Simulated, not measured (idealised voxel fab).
process module | voxel released beams
cross-section cut | 175 nm wide | cells 5 nm
A cross-section is a grid of square cells, given in bands from the top down. A band is one or more rows of cells.
Each band's line starts with the height of the band's top and of its bottom, in nm. Then come its materials from left to right, each with its width in nm. One material with "throughout" fills the band from edge to edge. "air" is empty space.
Height 0 is the level under which the wafer as received is all one material. The lowest band goes on downwards, as in "0 down".
A width such as "30 to 40" changes by the same amount from each row of cells to the next, from the band's top row to its bottom row.
"no change" after a step means that no cell of the cross-section changed.
closed voids: empty space of 8 cells or more with no open way to the top, each as width x height at its distance from the left edge, in nm
after a step's settings: what the simulator itself notes on the step
overlay nm, on a step with a mask: how far to the right of its planned place the mask lay; to the left if negative
plan
1 op RECEIVE | material Si
2 op CONFORMAL_DEP | material SiN | thk nm 10
3 op DIRECTIONAL_DEP | material SiO2 | thk nm 15
4 op PATTERN | tone open | mask id ANCHOR | material resist | width nm 45 | thk nm 20 | overlay nm 0
5 op DIRECTIONAL_ETCH | etch materials SiO2 | depth nm 15
6 op STRIP | etch materials resist
7 op CONFORMAL_DEP | material W | thk nm 15
8 op MASKED_ETCH | tone cover | mask id BEAM | width nm 110 | etch materials W | depth nm 15 | overlay nm 0
9 op STRIP | etch materials SiO2
as received, after step 1
  0 down: Si throughout
  closed voids: none
a wafer at the end: this start, this plan, one mistake
  35 to 25: air 30 | W 15 | air 25 | W 70 | air 35
  25 to 20: air 35 | W 10 | air 25 | W 10 | air 95
  20 to 10: air 35 | W 45 | air 95
  10 to 0: SiN throughout
  0 down: Si throughout
  closed voids: none
what went wrong: step 7 ran as: op CONFORMAL_DEP | material W | thk nm 10
